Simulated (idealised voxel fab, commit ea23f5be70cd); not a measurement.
process module | voxel released beams
cross-section cut | 160 nm wide | cells 5 nm
A cross-section is a grid of square cells, given in bands from the top down. A band is one or more rows of cells.
Each band's line starts with the height of the band's top and of its bottom, in nm. Then come its materials from left to right, each with its width in nm. One material with "throughout" fills the band from edge to edge. "air" is empty space.
Height 0 is the level under which the wafer as received is all one material. The lowest band goes on downwards, as in "0 down".
A width such as "30 to 40" changes by the same amount from each row of cells to the next, from the band's top row to its bottom row.
"no change" after a step means that no cell of the cross-section changed.
closed voids: empty space of 8 cells or more with no open way to the top, each as width x height at its distance from the left edge, in nm
after a step's settings: what the simulator itself notes on the step
overlay nm, on a step with a mask: how far to the right of its planned place the mask lay; to the left if negative
plan
1 op RECEIVE | material Si
2 op CONFORMAL_DEP | material Al2O3 | thk nm 5
3 op DIRECTIONAL_DEP | material SiO2 | thk nm 20
4 op DIRECTIONAL_DEP | material aC | thk nm 10
5 op PATTERN | tone open | mask id ANCHOR | material resist | width nm 25 | thk nm 25 | overlay nm 0
6 op DIRECTIONAL_ETCH | etch materials aC | depth nm 10
7 op STRIP | etch materials resist
8 op DIRECTIONAL_ETCH | etch materials SiO2 | depth nm 20
9 op STRIP | etch materials aC
10 op CONFORMAL_DEP | material polySi | thk nm 10
11 op PATTERN | tone cover | mask id BEAM | material resist | width nm 90 | thk nm 15 | overlay nm 0
12 op DIRECTIONAL_ETCH | etch materials polySi | depth nm 10
13 op STRIP | etch materials resist
14 op STRIP | etch materials SiO2
as received, after step 1
  0 down: Si throughout
  closed voids: none
first wafer at the end, as planned
  35 to 25: air 30 | polySi 15 | air 5 | polySi 70 | air 40
  25 to 15: air 35 | polySi 10 | air 5 | polySi 10 | air 100
  15 to 5: air 35 | polySi 25 | air 100
  5 to 0: Al2O3 throughout
  0 down: Si throughout
  closed voids: none
second wafer at the end: like start, like plan, one mistake
  35 to 25: air 30 | polySi 90 | air 40
  25 to 20: Al2O3 throughout
  20 to 0: SiO2 throughout
  0 down: Si throughout
  closed voids: none
what went wrong: steps 2 and 3 were swapped
at the end the second wafer has, in cells: 128 more of SiO2 | 16 fewer of polySi
